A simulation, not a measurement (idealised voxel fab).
Herein follows the process module entitled voxel plated lines.
255 nm wide, 5 nm square cells: that's cross-section cut.
Each cross-section below is a grid of square cells, stated as bands in top-down order, with one or more rows of cells making up each band.
Basically the band line says how high the top is and how high the bottom is, in nm, and then what's in it from left to right, every material with its width in nm. Empty space shows up as "blank", and if a single material carries "throughout" it runs the full band edge to edge.
For the purposes of this specification, 0 denotes the height below which the wafer in its as-received condition is composed wholly of one material, and the lowermost band, lacking a lower limit, extends downward without end, as expressed in "top 0, no bottom".
The two numbers in a width such as "30 to 40" mark its ends across the band: the first belongs to the top row of cells, the second to the bottom row, and from each row to the next the width moves by the same amount.
A step reported as "remained unchanged" is a step in which no cell of the cross-section changed.
Enclosed voids (no open way to top), threshold 8 cells or more, entry "Encapsulated voids", notation width x height at distance, distance from left edge, nm.
Post-settings text on a step line: simulator's own remark regarding the step.
When a step includes a mask, the "overlay nm" setting on its line states how far to the right of its planned place that mask lay, and negative values state how far to the left.

### This section lists the process steps that were planned
1. RECEIVE: material Si
2. CONFORMAL_DEP: material Al2O3, thk nm 10
3. DIRECTIONAL_DEP: material TiN, thk nm 5
4. PATTERN: tone open, mask id LINES, material resist, width nm 20, pitch nm 50, thk nm 20, overlay nm 0
5. EPI: material Ru, thk nm 5
6. STRIP: etch materials resist
7. DIRECTIONAL_ETCH: etch materials TiN, depth nm 5
8. CONFORMAL_DEP: material SiCN, thk nm 5

### The cross-section here shows the wafer as received, i.e. in its state after step 1
	top 0, no bottom | Si throughout
	Encapsulated voids: none

### The following cross-section depicts the wafer upon conclusion of the module. Processing commenced from the starting condition illustrated above and adhered to the plan illustrated above, save for one mistake in execution
	top 15, bottom 10 | blank (85)  SiCN (30)  blank (20)  SiCN (30)  blank (90)
	top 10, bottom 5 | blank (85)  SiCN (5)  Ru (20)  SiCN (5)  blank (20)  SiCN (5)  Ru (20)  SiCN (5)  blank (90)
	top 5, bottom 0 | SiCN (90)  TiN (20)  SiCN (30)  TiN (20)  SiCN (95)
	top 0, no bottom | Si throughout
	Encapsulated voids: none
What was done differently from what was planned? step 2 of the plan: omitted, not performed
